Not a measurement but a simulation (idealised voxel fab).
Process module under the name voxel released beams
The figure presents cross-section cut, which has a width of 155 nm and is divided into square cells with an edge length of 5 nm.
Cross-section spec: square-cell grid; bands listed top down; each band is one or more rows. What a band's entry tells you: where the top is and where the bottom is, as heights in nm, and after that what lies inside, material by material from left to right, each with its width in nm. Empty space is written as the word "blank", and a single material marked with the word "edge to edge" occupies the band from edge to edge. Ref level 0: as-received wafer is one material below here. Bottom band extends down with no lower bound ("0 down"). Graded width ("30->40"): value in top row of band = first number; value in bottom row = second number; row-to-row change constant. Where the words "nothing got changed" appear for a step, the cross-section shows no cell changed by that step; every cell remained as before. In the "Listed closed voids" entry, you get each enclosed empty space of 8 cells or more, one with no open way to the top, written width x height at distance, distance from the left edge, in nm. It should be noted that, on the line of a given step, the content following the step's settings is a remark produced by the simulator itself with respect to that step. overlay nm: mask right of planned place by this much (step with mask). Neg. = left.
# Listed below are the process steps as planned
1) RECEIVE with material Si
2) CONFORMAL_DEP with material SiN, thk nm 10
3) DIRECTIONAL_DEP with material SiO2, thk nm 20
4) MASKED_ETCH with tone open, mask id ANCHOR, width nm 45, etch materials SiO2, depth nm 20, overlay nm -15
5) CONFORMAL_DEP with material polySi, thk nm 15
6) PATTERN with tone cover, mask id BEAM, material resist, width nm 100, thk nm 15, overlay nm 0
7) DIRECTIONAL_ETCH with etch materials polySi, depth nm 15
8) STRIP with etch materials resist
9) STRIP with etch materials SiO2
Don't read the plan's overlay nm for step 4 as applying to every wafer: that's the first wafer's value, and the wafers differ in it, though they all start identical.
# Cross-section, first of several wafers, as delivered after step 1
> 0 down = Si edge to edge
> Listed closed voids: none
# Wafer cross-section (first of several) - module end, post step 9 (last step)
> 45 to 30 = blank: 25 / polySi: 5 / blank: 15 / polySi: 80 / blank: 30
> 30 to 25 = blank: 15 / polySi: 15 / blank: 15 / polySi: 15 / blank: 95
> 25 to 10 = blank: 15 / polySi: 45 / blank: 95
> 10 to 0 = SiN edge to edge
> 0 down = Si edge to edge
> Listed closed voids: none
# Last wafer of the set, cross-sectioned at end of module
> 45 to 30 = blank: 25 / polySi: 35 / blank: 15 / polySi: 50 / blank: 30
> 30 to 25 = blank: 45 / polySi: 15 / blank: 15 / polySi: 15 / blank: 65
> 25 to 10 = blank: 45 / polySi: 45 / blank: 65
> 10 to 0 = SiN edge to edge
> 0 down = Si edge to edge
> Listed closed voids: none
# For your reference, the table is organized with a row per wafer; each row reflects the wafer at the end of the module, indicating for each material the cells gained (+) or lost (-) since receipt, and thereafter its closed voids
overlay nm -15; +62 SiN; +84 polySi; Listed closed voids: none
overlay nm -10; +62 SiN; +84 polySi; Listed closed voids: none
overlay nm -5; +62 SiN; +84 polySi; Listed closed voids: none
overlay nm 0; +62 SiN; +84 polySi; Listed closed voids: none
overlay nm 5; +62 SiN; +84 polySi; Listed closed voids: none
overlay nm 10; +62 SiN; +84 polySi; Listed closed voids: none
overlay nm 15; +62 SiN; +84 polySi; Listed closed voids: none
